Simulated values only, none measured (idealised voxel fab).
The process module presented herein is designated voxel self aligned vias.
Cross-sectional view cut (width: 225 nm; square cell size: 5 nm).
Format of a cross-section: grid, square cells. Given as bands. Order: top down. Band: one or more rows of cells. Per band: top height and bottom height in nm, followed by the left-to-right materials and their widths in nm; "all across" marks a single material spanning edge to edge, "air" marks empty space. Height is counted from the level 0, under which the received wafer is composed throughout of one material. The lowest of the bands is not closed at the bottom but continues downward, in the notation "z 0 and below". Note: "30->40" means the width goes from the first number (top row of the band) to the second number (bottom row) in equal steps per row of cells. Basically "changes: none" means that step didn't change any cell in the cross-section. Closed-off voids of 8+ cells (no open route to the top) go in "Enclosed void entries", written width x height at distance from the left edge, in nm. On a step's line, text after the settings is the simulator commenting on that step. overlay nm: how far to the right of its planned place the mask lay on this masked step (negative: to the left).
**plan**
1: RECEIVE (material Si)
2: CONFORMAL_DEP (material SiO2; thk nm 10)
3: CONFORMAL_DEP (material SiCN; thk nm 5)
4: DIRECTIONAL_DEP (material SiO2; thk nm 20)
5: PATTERN (tone open; mask id LINES; material resist; width nm 30; pitch nm 65; thk nm 15; overlay nm 0)
6: DIRECTIONAL_ETCH (etch materials SiO2; depth nm 20)
7: STRIP (etch materials resist)
8: CONFORMAL_DEP (material TiN; thk nm 5)
9: FILL_DEP (material Ru; thk nm 10)
10: CMP (height nm 35)
11: SELECTIVE_ETCH (etch materials W Ru TiN; depth nm 5)
12: FILL_DEP (material SiN; thk nm 5)
13: CMP (height nm 35)
14: DIRECTIONAL_DEP (material SiO2; thk nm 15)
15: PATTERN (tone open; mask id VIAS; material resist; width nm 40; pitch nm 65; thk nm 15; overlay nm 0)
16: DIRECTIONAL_ETCH (etch materials SiO2; depth nm 15)
17: DIRECTIONAL_ETCH (etch materials SiN; depth nm 5)
18: STRIP (etch materials resist)
19: CONFORMAL_DEP (material TiN; thk nm 5)
20: FILL_DEP (material Cu; thk nm 5)
21: CMP (height nm 50)
22: CONFORMAL_DEP (material SiCN; thk nm 5)
**Incoming wafer, cross-sectional view, post step 1**
z 0 and below  Si all across
Enclosed void entries: none
**End-of-module cross-section. Starting structure and process plan as above; one mistake made in running it**
z 55 to 50  SiCN all across
z 50 to 40  SiO2: 25, then TiN: 5, then Cu: 30, then TiN: 5, then SiO2: 25, then TiN: 5, then Cu: 30, then TiN: 5, then SiO2: 25, then TiN: 5, then Cu: 30, then TiN: 5, then SiO2: 30
z 40 to 35  SiO2: 25, then TiN: 10, then Cu: 20, then TiN: 10, then SiO2: 25, then TiN: 10, then Cu: 20, then TiN: 10, then SiO2: 25, then TiN: 10, then Cu: 20, then TiN: 10, then SiO2: 30
z 35 to 30  SiO2: 30, then TiN: 30, then SiO2: 35, then TiN: 30, then SiO2: 35, then TiN: 30, then SiO2: 35
z 30 to 25  SiO2: 30, then TiN: 5, then Ru: 20, then TiN: 5, then SiO2: 35, then TiN: 5, then Ru: 20, then TiN: 5, then SiO2: 35, then TiN: 5, then Ru: 20, then TiN: 5, then SiO2: 35
z 25 to 20  SiO2: 30, then TiN: 30, then SiO2: 35, then TiN: 30, then SiO2: 35, then TiN: 30, then SiO2: 35
z 20 to 15  SiCN all across
z 15 to 0  SiO2 all across
z 0 and below  Si all across
Enclosed void entries: none
What went wrong in running the wafer? step 2, actual vs plan mismatch, actual run CONFORMAL_DEP (material SiO2; thk nm 15)
